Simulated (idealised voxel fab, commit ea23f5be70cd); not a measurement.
Process module heading - voxel quadruple lines
Shown is cross-section cut, with a width of 270 nm and square cells of size 5 nm.
In what follows, cross-sections appear as grids of square cells, described through bands that run from the top down, where every band is one or more rows of cells. The band entry comprises the height of the band's top followed by the height of its bottom, expressed in nm, and subsequently the band's materials from left to right, each stated together with its width in nm. Where a single material is marked with the word "full width", that material fills the band from edge to edge. The word "blank" represents empty space. Heights are expressed relative to 0, this being the level below which the as-received wafer comprises one material exclusively. The lowest band is unbounded in the downward direction and is denoted as in "z 0 and below". Top row gets the first number, bottom row gets the second, and each row in between changes by the same step: that is how a band width like "30 to 40" works. Any step labelled "nothing was modified" changed none of the cells in the cross-section. The list in "Closed void entries" covers empty spaces of 8 cells or more that cannot reach the top through any open way, and it gives each as width x height at distance; the distance is from the left edge, and width, height and distance are in nm. It should be noted that, on the line of a given step, the content following the step's settings is a remark produced by the simulator itself with respect to that step. overlay nm: step with mask; distance mask lay right of planned place; negative value = left of planned place.
Intended process steps
1 op RECEIVE | material Si
2 op CONFORMAL_DEP | material SiO2 | thk nm 10
3 op DIRECTIONAL_DEP | material Ru | thk nm 10
4 op DIRECTIONAL_DEP | material polySi | thk nm 15
5 op DIRECTIONAL_DEP | material aC | thk nm 25
6 op PATTERN | tone cover | mask id MANDREL | material resist | width nm 30 | pitch nm 80 | thk nm 30 | overlay nm 0
7 op DIRECTIONAL_ETCH | etch materials aC | depth nm 25
8 op STRIP | etch materials resist
9 op CONFORMAL_DEP | material SiO2 | thk nm 10
10 op DIRECTIONAL_ETCH | etch materials SiO2 | depth nm 10
11 op STRIP | etch materials aC
12 op DIRECTIONAL_ETCH | etch materials polySi | depth nm 15
13 op STRIP | etch materials SiO2
14 op CONFORMAL_DEP | material SiCN | thk nm 10
15 op DIRECTIONAL_ETCH | etch materials SiCN | depth nm 10
16 op STRIP | etch materials polySi
17 op DIRECTIONAL_ETCH | etch materials Ru | depth nm 10
18 op STRIP | etch materials SiCN
This is the cross-section of the wafer as we received it, i.e. after step 1
  z 0 and below | Si full width
  Closed void entries: none
First of two wafers: cross-section at end of module, run per plan
  z 20 to 10 | blank: 60; Ru: 10; blank: 10; Ru: 10; blank: 10; Ru: 10; blank: 10; Ru: 10; blank: 10; Ru: 10; blank: 10; Ru: 10; blank: 10; Ru: 10; blank: 10; Ru: 10; blank: 60
  z 10 to 0 | SiO2 full width
  z 0 and below | Si full width
  Closed void entries: none
Cross-section, wafer two of two, end of module: same start and plan as wafer one, one error in execution
  z 20 to 10 | blank: 60; Ru: 10; blank: 50; Ru: 10; blank: 10; Ru: 10; blank: 50; Ru: 10; blank: 60
  z 10 to 0 | SiO2 full width
  z 0 and below | Si full width
  Closed void entries: none
Here's what went sideways: note: step 11 <-> step 12, run order reversed vs plan
Counted in cells at the end, the second wafer holds more or fewer of these materials than the first: Ru: 16 fewer
